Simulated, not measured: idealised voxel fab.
Documented hereafter: the process module known as voxel ribs on slabs.
Cross-section cut spans 260 nm and uses square cells 5 nm in size.
A cross-section in this document is a grid of square cells, and it is written down as bands, the top band listed before the ones below it; a band is made up of one or more rows of cells.
Each band's line starts with the height of the band's top and of its bottom, in nm. Then come its materials from left to right, each with its width in nm. One material with "everywhere" fills the band from edge to edge. "air" is empty space.
Heights are measured from 0, the level below which the as-received wafer is all one material; the lowest band has no bottom and continues downward, written as in "0 nm and below".
Width "30 to 40": first value at the band's top row of cells, second value at its bottom row, equal change from row to row.
For the purposes of this document, the phrase "same as before" attached to a step denotes that no cell within the cross-section was modified by that step.
You'll see "Closed void listing" listing empty spaces that have no way open to the top, as long as they're 8 cells or more; the notation is width x height at distance, where the distance is from the left edge, and all of it is in nm.
Where a step's line continues beyond its settings, the continuation is a remark by the simulator itself on that step.
Steps that use a mask can have "overlay nm" on their line. It says how far the mask sat to the right of where it was meant to be. Negative means to the left.

### Here's what the planned process steps look like
1 op RECEIVE | material Si
2 op DIRECTIONAL_DEP | material SiO2 | thk nm 20
3 op DIRECTIONAL_DEP | material SiN | thk nm 15
4 op DIRECTIONAL_DEP | material aC | thk nm 10
5 op PATTERN | tone cover | mask id RIB | material resist | width nm 20 | thk nm 25 | overlay nm 0
6 op DIRECTIONAL_ETCH | etch materials aC | depth nm 10
7 op STRIP | etch materials resist
8 op DIRECTIONAL_ETCH | etch materials SiN | depth nm 10
9 op STRIP | etch materials aC
10 op MASKED_ETCH | tone cover | mask id SLAB | width nm 70 | etch materials SiN | depth nm 5 | overlay nm 0
11 op FILL_DEP | material SiO2 | thk nm 20
12 op CMP | height nm 45
13 op DIRECTIONAL_DEP | material TiN | thk nm 10
14 op PATTERN | tone cover | mask id HEATER | material resist | width nm 30 | thk nm 15 | overlay nm 0
15 op DIRECTIONAL_ETCH | etch materials TiN | depth nm 10
16 op STRIP | etch materials resist
17 op CONFORMAL_DEP | material SiO2 | thk nm 10

### First of two wafers: run as planned

### Cross-section of the wafer at receipt, which is the condition after step 1
  0 nm and below: Si everywhere
  Closed void listing: none

### Wafer after step 2 (cross-section)
  20 nm to 0 nm: SiO2 everywhere
  For the remainder of the cross-section, below 0, there is no change.

### Wafer after step 3 (cross-section)
  35 nm to 20 nm: SiN everywhere
  For the remainder of the cross-section, below 20, there is no change.

### Wafer after step 4 (cross-section)
  45 nm to 35 nm: aC everywhere
  For the remainder of the cross-section, below 35, there is no change.

### Wafer after step 5 (cross-section)
  70 nm to 45 nm: 120 nm air | 20 nm resist | 120 nm air
  For the remainder of the cross-section, below 45, there is no change.

### Wafer after step 6 (cross-section)
  60 nm to 45 nm: 120 nm air | 20 nm resist | 120 nm air
  45 nm to 35 nm: 120 nm air | 20 nm aC | 120 nm air
  For the remainder of the cross-section, below 35, there is no change.

### Wafer after step 7 (cross-section)
  45 nm to 35 nm: 120 nm air | 20 nm aC | 120 nm air
  For the remainder of the cross-section, below 35, there is no change.

### Wafer after step 8 (cross-section)
  45 nm to 35 nm: 120 nm air | 20 nm aC | 120 nm air
  35 nm to 25 nm: 120 nm air | 20 nm SiN | 120 nm air
  For the remainder of the cross-section, below 25, there is no change.

### Wafer after step 9 (cross-section)
  35 nm to 25 nm: 120 nm air | 20 nm SiN | 120 nm air
  For the remainder of the cross-section, below 25, there is no change.

### Wafer after step 10 (cross-section)
  35 nm to 25 nm: 120 nm air | 20 nm SiN | 120 nm air
  25 nm to 20 nm: 95 nm air | 70 nm SiN | 95 nm air
  For the remainder of the cross-section, below 20, there is no change.

### Wafer after step 11 (cross-section)
  55 nm to 35 nm: SiO2 everywhere
  35 nm to 25 nm: 120 nm SiO2 | 20 nm SiN | 120 nm SiO2
  25 nm to 20 nm: 95 nm SiO2 | 70 nm SiN | 95 nm SiO2
  For the remainder of the cross-section, below 20, there is no change.

### Wafer after step 12 (cross-section)
  45 nm to 35 nm: SiO2 everywhere
  For the remainder of the cross-section, below 35, there is no change.

### Wafer after step 13 (cross-section)
  55 nm to 45 nm: TiN everywhere
  For the remainder of the cross-section, below 45, there is no change.

### Wafer after step 14 (cross-section)
  70 nm to 55 nm: 115 nm air | 30 nm resist | 115 nm air
  For the remainder of the cross-section, below 55, there is no change.

### Wafer after step 15 (cross-section)
  70 nm to 55 nm: 115 nm air | 30 nm resist | 115 nm air
  55 nm to 45 nm: 115 nm air | 30 nm TiN | 115 nm air
  For the remainder of the cross-section, below 45, there is no change.

### Wafer after step 16 (cross-section)
  55 nm to 45 nm: 115 nm air | 30 nm TiN | 115 nm air
  For the remainder of the cross-section, below 45, there is no change.

### Wafer after step 17 (cross-section)
  65 nm to 55 nm: 105 nm air | 50 nm SiO2 | 105 nm air
  55 nm to 45 nm: 115 nm SiO2 | 30 nm TiN | 115 nm SiO2
  For the remainder of the cross-section, below 45, there is no change.

### It is to be noted that the second wafer proceeded from the same initial state and according to the same plan as the first, although one mistake was committed in its execution; through step 15, inclusive, the two wafers share an identical history

### At the planned end of step 16, the second wafer in cross-section
  0 nm and below: Si everywhere

### At the planned end of step 17, the second wafer in cross-section
  10 nm to 0 nm: SiO2 everywhere
  For the remainder of the cross-section, below 0, there is no change.
Diagnosis: step 16, actual vs plan mismatch, actual run op STRIP | etch materials SiO2
End of process, cell counts, second wafer against first, materials with more or fewer: -22 SiN | -454 SiO2 | -12 TiN
